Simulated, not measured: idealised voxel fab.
process module | voxel gate over fins
cross-section cut | 290 nm wide | cells 5 nm
A cross-section is a grid of square cells, given in bands from the top down. A band is one or more rows of cells.
Each band's line starts with the height of the band's top and of its bottom, in nm. Then come its materials from left to right, each with its width in nm. One material with "throughout" fills the band from edge to edge. "air" is empty space.
Height 0 is the level under which the wafer as received is all one material. The lowest band goes on downwards, as in "0 down".
A width such as "30 to 40" changes by the same amount from each row of cells to the next, from the band's top row to its bottom row.
"no change" after a step means that no cell of the cross-section changed.
closed voids: empty space of 8 cells or more with no open way to the top, each as width x height at its distance from the left edge, in nm
after a step's settings: what the simulator itself notes on the step
overlay nm, on a step with a mask: how far to the right of its planned place the mask lay; to the left if negative
plan
1 op RECEIVE | material Si
2 op CONFORMAL_DEP | material SiN | thk nm 5
3 op DIRECTIONAL_DEP | material aC | thk nm 15
4 op PATTERN | tone cover | mask id FINS | material resist | width nm 15 | pitch nm 60 | thk nm 35 | overlay nm 0
5 op DIRECTIONAL_ETCH | etch materials aC | depth nm 15
6 op STRIP | etch materials resist
7 op DIRECTIONAL_ETCH | etch materials SiN | depth nm 5
8 op DIRECTIONAL_ETCH | etch materials Si | depth nm 40
9 op STRIP | etch materials aC
10 op FILL_DEP | material SiO2 | thk nm 15
11 op CMP | height nm 5
12 op PATTERN | tone open | mask id RAIL | material resist | width nm 15 | thk nm 15 | overlay nm 0
13 op DIRECTIONAL_ETCH | etch materials SiO2 | depth nm 40
14 op STRIP | etch materials resist
15 op CONFORMAL_DEP | material TiN | thk nm 5
16 op FILL_DEP | material W | thk nm 5
17 op CMP | height nm 5
18 op SELECTIVE_ETCH | etch materials W Ru TiN | depth nm 20
19 op FILL_DEP | material SiO2 | thk nm 5
20 op CMP | height nm 5
21 op SELECTIVE_ETCH | etch materials SiO2 | depth nm 15
22 op STRIP | etch materials SiN
23 op CONFORMAL_DEP | material HfO2 | thk nm 5
24 op CONFORMAL_DEP | material TiN | thk nm 5
25 op FILL_DEP | material W | thk nm 15
26 op CMP | height nm 20
27 op CONFORMAL_DEP | material SiCN | thk nm 10
first wafer, as planned
as received, after step 1
  0 down: Si throughout
  closed voids: none
after step 2
  5 to 0: SiN throughout
  below 0: unchanged
after step 3
  20 to 5: aC throughout
  below 5: unchanged
after step 4
  55 to 20: air 45 | resist 15 | air 45 | resist 15 | air 45 | resist 15 | air 45 | resist 15 | air 50
  below 20: unchanged
after step 5
  40 to 20: air 45 | resist 15 | air 45 | resist 15 | air 45 | resist 15 | air 45 | resist 15 | air 50
  20 to 5: air 45 | aC 15 | air 45 | aC 15 | air 45 | aC 15 | air 45 | aC 15 | air 50
  below 5: unchanged
after step 6
  20 to 5: air 45 | aC 15 | air 45 | aC 15 | air 45 | aC 15 | air 45 | aC 15 | air 50
  below 5: unchanged
after step 7
  20 to 5: air 45 | aC 15 | air 45 | aC 15 | air 45 | aC 15 | air 45 | aC 15 | air 50
  5 to 0: air 45 | SiN 15 | air 45 | SiN 15 | air 45 | SiN 15 | air 45 | SiN 15 | air 50
  below 0: unchanged
after step 8
  20 to 5: air 45 | aC 15 | air 45 | aC 15 | air 45 | aC 15 | air 45 | aC 15 | air 50
  5 to 0: air 45 | SiN 15 | air 45 | SiN 15 | air 45 | SiN 15 | air 45 | SiN 15 | air 50
  0 to -40: air 45 | Si 15 | air 45 | Si 15 | air 45 | Si 15 | air 45 | Si 15 | air 50
  below -40: unchanged
after step 9
  5 to 0: air 45 | SiN 15 | air 45 | SiN 15 | air 45 | SiN 15 | air 45 | SiN 15 | air 50
  below 0: unchanged
after step 10
  20 to 5: SiO2 throughout
  5 to 0: SiO2 45 | SiN 15 | SiO2 45 | SiN 15 | SiO2 45 | SiN 15 | SiO2 45 | SiN 15 | SiO2 50
  0 to -40: SiO2 45 | Si 15 | SiO2 45 | Si 15 | SiO2 45 | Si 15 | SiO2 45 | Si 15 | SiO2 50
  below -40: unchanged
after step 11
  5 to 0: SiO2 45 | SiN 15 | SiO2 45 | SiN 15 | SiO2 45 | SiN 15 | SiO2 45 | SiN 15 | SiO2 50
  below 0: unchanged
after step 12
  20 to 5: resist 75 | air 15 | resist 200
  below 5: unchanged
after step 13
  20 to 5: resist 75 | air 15 | resist 200
  5 to 0: SiO2 45 | SiN 15 | SiO2 15 | air 15 | SiO2 15 | SiN 15 | SiO2 45 | SiN 15 | SiO2 45 | SiN 15 | SiO2 50
  0 to -35: SiO2 45 | Si 15 | SiO2 15 | air 15 | SiO2 15 | Si 15 | SiO2 45 | Si 15 | SiO2 45 | Si 15 | SiO2 50
  below -35: unchanged
after step 14
  5 to 0: SiO2 45 | SiN 15 | SiO2 15 | air 15 | SiO2 15 | SiN 15 | SiO2 45 | SiN 15 | SiO2 45 | SiN 15 | SiO2 50
  below 0: unchanged
after step 15
  10 to 5: TiN 80 | air 5 | TiN 205
  5 to 0: SiO2 45 | SiN 15 | SiO2 15 | TiN 5 | air 5 | TiN 5 | SiO2 15 | SiN 15 | SiO2 45 | SiN 15 | SiO2 45 | SiN 15 | SiO2 50
  0 to -30: SiO2 45 | Si 15 | SiO2 15 | TiN 5 | air 5 | TiN 5 | SiO2 15 | Si 15 | SiO2 45 | Si 15 | SiO2 45 | Si 15 | SiO2 50
  -30 to -35: SiO2 45 | Si 15 | SiO2 15 | TiN 15 | SiO2 15 | Si 15 | SiO2 45 | Si 15 | SiO2 45 | Si 15 | SiO2 50
  below -35: unchanged
after step 16
  15 to 10: W throughout
  10 to 5: TiN 80 | W 5 | TiN 205
  5 to 0: SiO2 45 | SiN 15 | SiO2 15 | TiN 5 | W 5 | TiN 5 | SiO2 15 | SiN 15 | SiO2 45 | SiN 15 | SiO2 45 | SiN 15 | SiO2 50
  0 to -30: SiO2 45 | Si 15 | SiO2 15 | TiN 5 | W 5 | TiN 5 | SiO2 15 | Si 15 | SiO2 45 | Si 15 | SiO2 45 | Si 15 | SiO2 50
  below -30: unchanged
after step 17
  5 to 0: SiO2 45 | SiN 15 | SiO2 15 | TiN 5 | W 5 | TiN 5 | SiO2 15 | SiN 15 | SiO2 45 | SiN 15 | SiO2 45 | SiN 15 | SiO2 50
  below 0: unchanged
after step 18
  5 to 0: SiO2 45 | SiN 15 | SiO2 15 | air 15 | SiO2 15 | SiN 15 | SiO2 45 | SiN 15 | SiO2 45 | SiN 15 | SiO2 50
  0 to -15: SiO2 45 | Si 15 | SiO2 15 | air 15 | SiO2 15 | Si 15 | SiO2 45 | Si 15 | SiO2 45 | Si 15 | SiO2 50
  below -15: unchanged
after step 19
  10 to 5: SiO2 throughout
  5 to 0: SiO2 45 | SiN 15 | SiO2 45 | SiN 15 | SiO2 45 | SiN 15 | SiO2 45 | SiN 15 | SiO2 50
  0 to -15: SiO2 45 | Si 15 | SiO2 45 | Si 15 | SiO2 45 | Si 15 | SiO2 45 | Si 15 | SiO2 50
  below -15: unchanged
after step 20
  5 to 0: SiO2 45 | SiN 15 | SiO2 45 | SiN 15 | SiO2 45 | SiN 15 | SiO2 45 | SiN 15 | SiO2 50
  below 0: unchanged
after step 21
  5 to 0: air 45 | SiN 15 | air 45 | SiN 15 | air 45 | SiN 15 | air 45 | SiN 15 | air 50
  0 to -10: air 45 | Si 15 | air 45 | Si 15 | air 45 | Si 15 | air 45 | Si 15 | air 50
  below -10: unchanged
after step 22
  0 to -10: air 45 | Si 15 | air 45 | Si 15 | air 45 | Si 15 | air 45 | Si 15 | air 50
  below -10: unchanged
after step 23
  5 to 0: air 40 | HfO2 25 | air 35 | HfO2 25 | air 35 | HfO2 25 | air 35 | HfO2 25 | air 45
  0 to -5: air 40 | HfO2 5 | Si 15 | HfO2 5 | air 35 | HfO2 5 | Si 15 | HfO2 5 | air 35 | HfO2 5 | Si 15 | HfO2 5 | air 35 | HfO2 5 | Si 15 | HfO2 5 | air 45
  -5 to -10: HfO2 45 | Si 15 | HfO2 45 | Si 15 | HfO2 45 | Si 15 | HfO2 45 | Si 15 | HfO2 50
  below -10: unchanged
after step 24
  10 to 5: air 35 | TiN 35 | air 25 | TiN 35 | air 25 | TiN 35 | air 25 | TiN 35 | air 40
  5 to 0: air 35 | TiN 5 | HfO2 25 | TiN 5 | air 25 | TiN 5 | HfO2 25 | TiN 5 | air 25 | TiN 5 | HfO2 25 | TiN 5 | air 25 | TiN 5 | HfO2 25 | TiN 5 | air 40
  0 to -5: TiN 40 | HfO2 5 | Si 15 | HfO2 5 | TiN 35 | HfO2 5 | Si 15 | HfO2 5 | TiN 35 | HfO2 5 | Si 15 | HfO2 5 | TiN 35 | HfO2 5 | Si 15 | HfO2 5 | TiN 45
  below -5: unchanged
after step 25
  25 to 10: W throughout
  10 to 5: W 35 | TiN 35 | W 25 | TiN 35 | W 25 | TiN 35 | W 25 | TiN 35 | W 40
  5 to 0: W 35 | TiN 5 | HfO2 25 | TiN 5 | W 25 | TiN 5 | HfO2 25 | TiN 5 | W 25 | TiN 5 | HfO2 25 | TiN 5 | W 25 | TiN 5 | HfO2 25 | TiN 5 | W 40
  below 0: unchanged
after step 26
  20 to 10: W throughout
  below 10: unchanged
after step 27
  30 to 20: SiCN throughout
  below 20: unchanged
second wafer: like start, like plan, one mistake. Through step 3 it matches the first wafer
when step 4 should have ended
  55 to 20: air 40 | resist 25 | air 35 | resist 25 | air 35 | resist 25 | air 35 | resist 25 | air 45
  below 20: unchanged
when step 5 should have ended
  40 to 20: air 40 | resist 25 | air 35 | resist 25 | air 35 | resist 25 | air 35 | resist 25 | air 45
  20 to 5: air 40 | aC 25 | air 35 | aC 25 | air 35 | aC 25 | air 35 | aC 25 | air 45
  below 5: unchanged
when step 6 should have ended
  20 to 5: air 40 | aC 25 | air 35 | aC 25 | air 35 | aC 25 | air 35 | aC 25 | air 45
  below 5: unchanged
when step 7 should have ended
  20 to 5: air 40 | aC 25 | air 35 | aC 25 | air 35 | aC 25 | air 35 | aC 25 | air 45
  5 to 0: air 40 | SiN 25 | air 35 | SiN 25 | air 35 | SiN 25 | air 35 | SiN 25 | air 45
  below 0: unchanged
when step 8 should have ended
  20 to 5: air 40 | aC 25 | air 35 | aC 25 | air 35 | aC 25 | air 35 | aC 25 | air 45
  5 to 0: air 40 | SiN 25 | air 35 | SiN 25 | air 35 | SiN 25 | air 35 | SiN 25 | air 45
  0 to -40: air 40 | Si 25 | air 35 | Si 25 | air 35 | Si 25 | air 35 | Si 25 | air 45
  below -40: unchanged
when step 9 should have ended
  5 to 0: air 40 | SiN 25 | air 35 | SiN 25 | air 35 | SiN 25 | air 35 | SiN 25 | air 45
  below 0: unchanged
when step 10 should have ended
  20 to 5: SiO2 throughout
  5 to 0: SiO2 40 | SiN 25 | SiO2 35 | SiN 25 | SiO2 35 | SiN 25 | SiO2 35 | SiN 25 | SiO2 45
  0 to -40: SiO2 40 | Si 25 | SiO2 35 | Si 25 | SiO2 35 | Si 25 | SiO2 35 | Si 25 | SiO2 45
  below -40: unchanged
when step 11 should have ended
  5 to 0: SiO2 40 | SiN 25 | SiO2 35 | SiN 25 | SiO2 35 | SiN 25 | SiO2 35 | SiN 25 | SiO2 45
  below 0: unchanged
when step 12 should have ended
  20 to 5: resist 75 | air 15 | resist 200
  below 5: unchanged
when step 13 should have ended
  20 to 5: resist 75 | air 15 | resist 200
  5 to 0: SiO2 40 | SiN 25 | SiO2 10 | air 15 | SiO2 10 | SiN 25 | SiO2 35 | SiN 25 | SiO2 35 | SiN 25 | SiO2 45
  0 to -35: SiO2 40 | Si 25 | SiO2 10 | air 15 | SiO2 10 | Si 25 | SiO2 35 | Si 25 | SiO2 35 | Si 25 | SiO2 45
  below -35: unchanged
when step 14 should have ended
  5 to 0: SiO2 40 | SiN 25 | SiO2 10 | air 15 | SiO2 10 | SiN 25 | SiO2 35 | SiN 25 | SiO2 35 | SiN 25 | SiO2 45
  below 0: unchanged
when step 15 should have ended
  10 to 5: TiN 80 | air 5 | TiN 205
  5 to 0: SiO2 40 | SiN 25 | SiO2 10 | TiN 5 | air 5 | TiN 5 | SiO2 10 | SiN 25 | SiO2 35 | SiN 25 | SiO2 35 | SiN 25 | SiO2 45
  0 to -30: SiO2 40 | Si 25 | SiO2 10 | TiN 5 | air 5 | TiN 5 | SiO2 10 | Si 25 | SiO2 35 | Si 25 | SiO2 35 | Si 25 | SiO2 45
  -30 to -35: SiO2 40 | Si 25 | SiO2 10 | TiN 15 | SiO2 10 | Si 25 | SiO2 35 | Si 25 | SiO2 35 | Si 25 | SiO2 45
  below -35: unchanged
when step 16 should have ended
  15 to 10: W throughout
  10 to 5: TiN 80 | W 5 | TiN 205
  5 to 0: SiO2 40 | SiN 25 | SiO2 10 | TiN 5 | W 5 | TiN 5 | SiO2 10 | SiN 25 | SiO2 35 | SiN 25 | SiO2 35 | SiN 25 | SiO2 45
  0 to -30: SiO2 40 | Si 25 | SiO2 10 | TiN 5 | W 5 | TiN 5 | SiO2 10 | Si 25 | SiO2 35 | Si 25 | SiO2 35 | Si 25 | SiO2 45
  below -30: unchanged
when step 17 should have ended
  5 to 0: SiO2 40 | SiN 25 | SiO2 10 | TiN 5 | W 5 | TiN 5 | SiO2 10 | SiN 25 | SiO2 35 | SiN 25 | SiO2 35 | SiN 25 | SiO2 45
  below 0: unchanged
when step 18 should have ended
  5 to 0: SiO2 40 | SiN 25 | SiO2 10 | air 15 | SiO2 10 | SiN 25 | SiO2 35 | SiN 25 | SiO2 35 | SiN 25 | SiO2 45
  0 to -15: SiO2 40 | Si 25 | SiO2 10 | air 15 | SiO2 10 | Si 25 | SiO2 35 | Si 25 | SiO2 35 | Si 25 | SiO2 45
  below -15: unchanged
when step 19 should have ended
  10 to 5: SiO2 throughout
  5 to 0: SiO2 40 | SiN 25 | SiO2 35 | SiN 25 | SiO2 35 | SiN 25 | SiO2 35 | SiN 25 | SiO2 45
  0 to -15: SiO2 40 | Si 25 | SiO2 35 | Si 25 | SiO2 35 | Si 25 | SiO2 35 | Si 25 | SiO2 45
  below -15: unchanged
when step 20 should have ended
  5 to 0: SiO2 40 | SiN 25 | SiO2 35 | SiN 25 | SiO2 35 | SiN 25 | SiO2 35 | SiN 25 | SiO2 45
  below 0: unchanged
when step 21 should have ended
  5 to 0: air 40 | SiN 25 | air 35 | SiN 25 | air 35 | SiN 25 | air 35 | SiN 25 | air 45
  0 to -10: air 40 | Si 25 | air 35 | Si 25 | air 35 | Si 25 | air 35 | Si 25 | air 45
  below -10: unchanged
when step 22 should have ended
  0 to -10: air 40 | Si 25 | air 35 | Si 25 | air 35 | Si 25 | air 35 | Si 25 | air 45
  below -10: unchanged
when step 23 should have ended
  5 to 0: air 35 | HfO2 35 | air 25 | HfO2 35 | air 25 | HfO2 35 | air 25 | HfO2 35 | air 40
  0 to -5: air 35 | HfO2 5 | Si 25 | HfO2 5 | air 25 | HfO2 5 | Si 25 | HfO2 5 | air 25 | HfO2 5 | Si 25 | HfO2 5 | air 25 | HfO2 5 | Si 25 | HfO2 5 | air 40
  -5 to -10: HfO2 40 | Si 25 | HfO2 35 | Si 25 | HfO2 35 | Si 25 | HfO2 35 | Si 25 | HfO2 45
  below -10: unchanged
when step 24 should have ended
  10 to 5: air 30 | TiN 45 | air 15 | TiN 45 | air 15 | TiN 45 | air 15 | TiN 45 | air 35
  5 to 0: air 30 | TiN 5 | HfO2 35 | TiN 5 | air 15 | TiN 5 | HfO2 35 | TiN 5 | air 15 | TiN 5 | HfO2 35 | TiN 5 | air 15 | TiN 5 | HfO2 35 | TiN 5 | air 35
  0 to -5: TiN 35 | HfO2 5 | Si 25 | HfO2 5 | TiN 25 | HfO2 5 | Si 25 | HfO2 5 | TiN 25 | HfO2 5 | Si 25 | HfO2 5 | TiN 25 | HfO2 5 | Si 25 | HfO2 5 | TiN 40
  below -5: unchanged
when step 25 should have ended
  25 to 10: W throughout
  10 to 5: W 30 | TiN 45 | W 15 | TiN 45 | W 15 | TiN 45 | W 15 | TiN 45 | W 35
  5 to 0: W 30 | TiN 5 | HfO2 35 | TiN 5 | W 15 | TiN 5 | HfO2 35 | TiN 5 | W 15 | TiN 5 | HfO2 35 | TiN 5 | W 15 | TiN 5 | HfO2 35 | TiN 5 | W 35
  below 0: unchanged
when step 26 should have ended
  20 to 10: W throughout
  below 10: unchanged
when step 27 should have ended
  30 to 20: SiCN throughout
  below 20: unchanged
what went wrong: step 4 ran as: op PATTERN | tone cover | mask id FINS | material resist | width nm 25 | pitch nm 60 | thk nm 35 | overlay nm 0
at the end the second wafer has, in cells: 64 more of Si | 48 fewer of SiO2 | 16 fewer of W
